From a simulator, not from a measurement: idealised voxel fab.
process module | voxel gate over fins
cross-section cut | 235 nm wide | cells 5 nm
A cross-section is a grid of square cells, given in bands from the top down. A band is one or more rows of cells.
Each band's line starts with the height of the band's top and of its bottom, in nm. Then come its materials from left to right, each with its width in nm. One material with "throughout" fills the band from edge to edge. "air" is empty space.
Height 0 is the level under which the wafer as received is all one material. The lowest band goes on downwards, as in "0 down".
A width such as "30 to 40" changes by the same amount from each row of cells to the next, from the band's top row to its bottom row.
"no change" after a step means that no cell of the cross-section changed.
closed voids: empty space of 8 cells or more with no open way to the top, each as width x height at its distance from the left edge, in nm
after a step's settings: what the simulator itself notes on the step
overlay nm, on a step with a mask: how far to the right of its planned place the mask lay; to the left if negative
plan
1 op RECEIVE | material Si
2 op CONFORMAL_DEP | material SiN | thk nm 5
3 op PATTERN | tone cover | mask id FINS | material resist | width nm 15 | pitch nm 40 | thk nm 15 | overlay nm -15
4 op DIRECTIONAL_ETCH | etch materials SiN | depth nm 5
5 op DIRECTIONAL_ETCH | etch materials Si | depth nm 35
6 op STRIP | etch materials resist
7 op OXIDIZE | depth nm 5
8 op FILL_DEP | material SiO2 | thk nm 10
9 op CMP | height nm 5
10 op SELECTIVE_ETCH | etch materials SiO2 | depth nm 15
11 op STRIP | etch materials SiN
12 op CONFORMAL_DEP | material HfO2 | thk nm 5
13 op CONFORMAL_DEP | material TiN | thk nm 5
14 op CONFORMAL_DEP | material TiAl | thk nm 5
15 op CONFORMAL_DEP | material TiN | thk nm 5
16 op FILL_DEP | material W | thk nm 10
17 op CMP | height nm 25
18 op CONFORMAL_DEP | material SiCN | thk nm 5
varied across the wafers: overlay nm of step 3. The plan shows the first wafer's value. All wafers start alike
first wafer as received, after step 1
  0 down: Si throughout
  closed voids: none
each wafer at the end: cells of each material gained (+) or lost (-) since it was received, then its closed voids
overlay nm -15 | +55 HfO2 | -360 Si | +47 SiCN | +270 SiO2 | +55 TiAl | +108 TiN | +107 W | closed voids: none
overlay nm -10 | +55 HfO2 | -360 Si | +47 SiCN | +270 SiO2 | +55 TiAl | +108 TiN | +107 W | closed voids: none
overlay nm -5 | +55 HfO2 | -360 Si | +47 SiCN | +270 SiO2 | +55 TiAl | +108 TiN | +107 W | closed voids: none
overlay nm 0 | +55 HfO2 | -360 Si | +47 SiCN | +270 SiO2 | +55 TiAl | +108 TiN | +107 W | closed voids: none
overlay nm 5 | +55 HfO2 | -360 Si | +47 SiCN | +270 SiO2 | +55 TiAl | +108 TiN | +107 W | closed voids: none
overlay nm 10 | +55 HfO2 | -360 Si | +47 SiCN | +270 SiO2 | +55 TiAl | +108 TiN | +107 W | closed voids: none
overlay nm 15 | +55 HfO2 | -360 Si | +47 SiCN | +270 SiO2 | +55 TiAl | +108 TiN | +107 W | closed voids: none
